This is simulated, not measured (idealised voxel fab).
The document below concerns the process module designated voxel spacer lines.
Each square cell in cross-section cut measures 5 nm, and the section as a whole is 155 nm wide.
Cross-section format: a grid of square cells, given as bands from top to bottom; each band is one or more rows of cells. Read a band's entry like this: the first values are the height of its top and the height of its bottom in nm, and what follows is the sequence of materials from left to right, each with its width in nm. Note that "air" is empty space, and that a single material marked "throughout" reaches across the band from edge to edge. Convention: height 0 is the level below which the wafer, as received, is all one material. The lowest band does not terminate at the bottom but continues downward, represented as "z 0 and below". With a width like "30->40", each row of cells in the band differs from the next by the same amount, the top row carrying the first number and the bottom row the second. Step marked "remains unaltered"? Then no cell in the cross-section changed in it. In "Voids, sealed" the enclosed voids are listed, meaning empty spaces of 8 cells or larger without any opening to the top. The form is width x height at distance, distance from the left edge, units nm. Where a step's line continues beyond its settings, the continuation is a remark by the simulator itself on that step. You can add "overlay nm" to a step's line. For a step with a mask, it describes how far the mask lay to the right of its planned position, and a negative number describes a lay to the left.
Plan
1 RECEIVE with material Si
2 CONFORMAL_DEP with material Al2O3, thk nm 10
3 DIRECTIONAL_DEP with material W, thk nm 20
4 DIRECTIONAL_DEP with material aC, thk nm 30
5 PATTERN with tone cover, mask id MANDREL, material resist, width nm 20, pitch nm 60, thk nm 40, overlay nm 0
6 DIRECTIONAL_ETCH with etch materials aC, depth nm 30
7 STRIP with etch materials resist
8 CONFORMAL_DEP with material SiN, thk nm 10
9 DIRECTIONAL_ETCH with etch materials SiN, depth nm 10
10 STRIP with etch materials aC
11 DIRECTIONAL_ETCH with etch materials W, depth nm 20
12 STRIP with etch materials SiN
As-received wafer cross-section (after step 1)
	z 0 and below  Si throughout
	Voids, sealed: none
Cross-section, first of two wafers, end of module, run as planned
	z 30 to 10  air: 25, then W: 10, then air: 20, then W: 10, then air: 20, then W: 10, then air: 20, then W: 10, then air: 30
	z 10 to 0  Al2O3 throughout
	z 0 and below  Si throughout
	Voids, sealed: none
Second wafer of the two, sectioned at the end of the module. It began like the first and followed the same plan, but one mistake was made while running it
	z 50 to 30  air: 25, then W: 10, then air: 20, then W: 10, then air: 20, then W: 10, then air: 20, then W: 10, then air: 30
	z 30 to 10  W throughout
	z 10 to 0  Al2O3 throughout
	z 0 and below  Si throughout
	Voids, sealed: none
The mistake made against the process plan was this: plan step 3 was twice executed
Final tally in cells, some materials are higher or lower on the second wafer than on the first: W: 124 more
